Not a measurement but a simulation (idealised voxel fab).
Presented below is a process module, voxel spacer lines.
For reference, the cross-section in this document is cut, with width 235 nm and square cells of 5 nm.
Cross-section = grid of square cells, listed top down in bands; band = one or more rows. Band: top height; bottom height; in nm. Then, left to right: material with width in nm, for each material. "all across": a single material spanning edge to edge. "empty": empty space. A quick word on heights: they are counted from 0, and under that level the wafer as it came to us is one material throughout. The lowest band is different from the rest in having no bottom; it simply continues downward, written as in "0 down". A two-number width, for instance "30 to 40", indicates that the width is equal to the first number in the top row of the band and to the second number in the bottom row, and that it changes by a constant amount per row of cells. The cross-section has no changed cell in any step marked "remained unchanged". "Enclosed internal cavities" - sealed voids, min. 8 cells, no opening to top; format: width x height at distance (distance from left edge; nm throughout). Post-settings text on a step line: simulator's own remark regarding the step. If you see "overlay nm" on a step's line and that step has a mask, it's telling you how far right of where it was planned the mask ended up; a negative number means it went left instead.
**Planned step list for the process**
1: op RECEIVE | material Si
2: op CONFORMAL_DEP | material Al2O3 | thk nm 5
3: op DIRECTIONAL_DEP | material polySi | thk nm 10
4: op DIRECTIONAL_DEP | material aC | thk nm 30
5: op PATTERN | tone cover | mask id MANDREL | material resist | width nm 15 | pitch nm 50 | thk nm 35 | overlay nm 0
6: op DIRECTIONAL_ETCH | etch materials aC | depth nm 30
7: op STRIP | etch materials resist
8: op CONFORMAL_DEP | material SiO2 | thk nm 10
9: op DIRECTIONAL_ETCH | etch materials SiO2 | depth nm 10
10: op STRIP | etch materials aC
11: op DIRECTIONAL_ETCH | etch materials polySi | depth nm 10
12: op STRIP | etch materials SiO2
**Incoming wafer in cross-section (state: after step 1)**
    0 down: Si all across
    Enclosed internal cavities: none
**Cross-section: first of two wafers, module finished, run according to plan**
    15 to 5: empty 75 nm  polySi 10 nm  empty 15 nm  polySi 10 nm  empty 15 nm  polySi 10 nm  empty 15 nm  polySi 10 nm  empty 75 nm
    5 to 0: Al2O3 all across
    0 down: Si all across
    Enclosed internal cavities: none
**This is the second of the two wafers, cross-sectioned at the end of the module; it started exactly like the first and was given the same plan, but it was run with one mistake**
    15 to 5: empty 80 nm  polySi 5 nm  empty 15 nm  polySi 5 nm  empty 25 nm  polySi 5 nm  empty 15 nm  polySi 5 nm  empty 80 nm
    5 to 0: Al2O3 all across
    0 down: Si all across
    Enclosed internal cavities: none
Processing error: contrary to plan, step 8 was performed as op CONFORMAL_DEP | material SiO2 | thk nm 5
In the final state, the cell counts of the second wafer exceed or fall short of those of the first for the following materials: 8 fewer of polySi
